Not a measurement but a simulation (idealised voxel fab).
process module | voxel self aligned vias
cross-section cut | 285 nm wide | cells 5 nm
A cross-section is a grid of square cells, given in bands from the top down. A band is one or more rows of cells.
Each band's line starts with the height of the band's top and of its bottom, in nm. Then come its materials from left to right, each with its width in nm. One material with "throughout" fills the band from edge to edge. "air" is empty space.
Height 0 is the level under which the wafer as received is all one material. The lowest band goes on downwards, as in "0 down".
A width such as "30 to 40" changes by the same amount from each row of cells to the next, from the band's top row to its bottom row.
"no change" after a step means that no cell of the cross-section changed.
closed voids: empty space of 8 cells or more with no open way to the top, each as width x height at its distance from the left edge, in nm
after a step's settings: what the simulator itself notes on the step
overlay nm, on a step with a mask: how far to the right of its planned place the mask lay; to the left if negative
plan
1 op RECEIVE | material Si
2 op CONFORMAL_DEP | material SiO2 | thk nm 15
3 op CONFORMAL_DEP | material SiCN | thk nm 5
4 op DIRECTIONAL_DEP | material SiO2 | thk nm 25
5 op DIRECTIONAL_DEP | material aC | thk nm 10
6 op PATTERN | tone open | mask id LINES | material resist | width nm 25 | pitch nm 65 | thk nm 25 | overlay nm 0
7 op DIRECTIONAL_ETCH | etch materials aC | depth nm 10
8 op STRIP | etch materials resist
9 op DIRECTIONAL_ETCH | etch materials SiO2 | depth nm 25
10 op STRIP | etch materials aC
11 op CONFORMAL_DEP | material TiN | thk nm 5
12 op FILL_DEP | material Ru | thk nm 5
13 op CMP | height nm 45
14 op SELECTIVE_ETCH | etch materials W Ru TiN | depth nm 10
15 op FILL_DEP | material SiN | thk nm 10
16 op CMP | height nm 45
17 op DIRECTIONAL_DEP | material SiO2 | thk nm 20
18 op PATTERN | tone open | mask id VIAS | material resist | width nm 45 | pitch nm 130 | thk nm 15 | overlay nm 0
19 op DIRECTIONAL_ETCH | etch materials SiO2 | depth nm 20
20 op DIRECTIONAL_ETCH | etch materials SiN | depth nm 10
21 op STRIP | etch materials resist
22 op CONFORMAL_DEP | material TiN | thk nm 5
23 op FILL_DEP | material Cu | thk nm 10
24 op CMP | height nm 65
25 op CONFORMAL_DEP | material SiCN | thk nm 5
as received, after step 1
  0 down: Si throughout
  closed voids: none
a wafer at the end: this start, this plan, one mistake
  85 to 80: SiCN throughout
  80 to 70: Cu throughout
  70 to 65: TiN 60 | Cu 35 | TiN 95 | Cu 35 | TiN 60
  65 to 50: SiO2 55 | TiN 5 | Cu 35 | TiN 5 | SiO2 85 | TiN 5 | Cu 35 | TiN 5 | SiO2 55
  50 to 45: SiO2 55 | TiN 15 | Cu 15 | TiN 15 | SiO2 85 | TiN 15 | Cu 15 | TiN 15 | SiO2 55
  45 to 40: SiO2 65 | TiN 5 | Cu 15 | TiN 5 | SiO2 40 | SiN 25 | SiO2 40 | TiN 5 | Cu 15 | TiN 5 | SiO2 65
  40 to 35: SiO2 65 | TiN 25 | SiO2 40 | SiN 25 | SiO2 40 | TiN 25 | SiO2 65
  35 to 25: SiO2 65 | TiN 5 | Ru 15 | TiN 5 | SiO2 40 | TiN 5 | Ru 15 | TiN 5 | SiO2 40 | TiN 5 | Ru 15 | TiN 5 | SiO2 65
  25 to 20: SiO2 65 | TiN 25 | SiO2 40 | TiN 25 | SiO2 40 | TiN 25 | SiO2 65
  20 to 15: SiCN throughout
  15 to 0: SiO2 throughout
  0 down: Si throughout
  closed voids: none
what went wrong: step 24 was left out
